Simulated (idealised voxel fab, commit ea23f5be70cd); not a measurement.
voxel trench capacitor: a process module
For reference, the cross-section in this document is cut, with width 240 nm and square cells of 5 nm.
Square cells in a grid make up a cross-section in this document, and the grid is given as bands, listed from the top down, each one or more rows of cells.
The entry gives the band's vertical extent as a top height and a bottom height in nm, then its horizontal make-up as materials from left to right, each with a width in nm. "air" stands for empty space; a single material marked "all across" fills the band edge to edge.
We count height from 0. Below that, the starting wafer is all one material. The lowest band never ends at the bottom but goes on down; see "0..down" for how that is written.
The width entry "30->40" should be interpreted row by row: the top row of cells in the band takes the first number, the bottom row takes the second number, and the change between adjacent rows is uniform throughout.
Step marked "nothing altered"? Then no cell in the cross-section changed in it.
Reported under the label "Closed void list" are the empty spaces having no open way to the top and comprising 8 cells or more; the notation for each is width x height at distance, in which the distance is measured from the left edge and all three values are in nm.
Read whatever lies past the settings on a step's line as the simulator's own remark about the step.
overlay nm: on a step with a mask, how far right of its planned place the mask lay; negative means left.

# plan
1) RECEIVE, material Si
2) CONFORMAL_DEP, material SiN, thk nm 10
3) PATTERN, tone open, mask id TRENCH, material resist, width nm 25, pitch nm 50, thk nm 15, overlay nm 0
4) DIRECTIONAL_ETCH, etch materials SiN, depth nm 10
5) DIRECTIONAL_ETCH, etch materials Si, depth nm 40
6) STRIP, etch materials resist
7) CONFORMAL_DEP, material HfO2, thk nm 5
8) CONFORMAL_DEP, material TiN, thk nm 5
9) FILL_DEP, material W, thk nm 5
10) CMP, height nm 10

# Incoming wafer, cross-sectional view, post step 1
> 0..down: Si all across
> Closed void list: none

# first wafer at the end, as planned
> 10..0: SiN (55); HfO2 (5); TiN (5); W (5); TiN (5); HfO2 (5); SiN (25); HfO2 (5); TiN (5); W (5); TiN (5); HfO2 (5); SiN (25); HfO2 (5); TiN (5); W (5); TiN (5); HfO2 (5); SiN (60)
> 0..-30: Si (55); HfO2 (5); TiN (5); W (5); TiN (5); HfO2 (5); Si (25); HfO2 (5); TiN (5); W (5); TiN (5); HfO2 (5); Si (25); HfO2 (5); TiN (5); W (5); TiN (5); HfO2 (5); Si (60)
> -30..-35: Si (55); HfO2 (5); TiN (15); HfO2 (5); Si (25); HfO2 (5); TiN (15); HfO2 (5); Si (25); HfO2 (5); TiN (15); HfO2 (5); Si (60)
> -35..-40: Si (55); HfO2 (25); Si (25); HfO2 (25); Si (25); HfO2 (25); Si (60)
> -40..down: Si all across
> Closed void list: none

# Wafer two cross-section, module end. Start and plan unchanged from wafer one; one mistake made during the run
> 10..0: SiN (55); TiN (5); W (15); TiN (5); SiN (25); TiN (5); W (15); TiN (5); SiN (25); TiN (5); W (15); TiN (5); SiN (60)
> 0..-35: Si (55); TiN (5); W (15); TiN (5); Si (25); TiN (5); W (15); TiN (5); Si (25); TiN (5); W (15); TiN (5); Si (60)
> -35..-40: Si (55); TiN (25); Si (25); TiN (25); Si (25); TiN (25); Si (60)
> -40..down: Si all across
> Closed void list: none
Where did the run depart from the plan? step 7 of the plan was omitted and not executed
The final cell counts differ between the wafers, with the second having more or fewer of some materials than the first: -69 HfO2; +12 TiN; +57 W
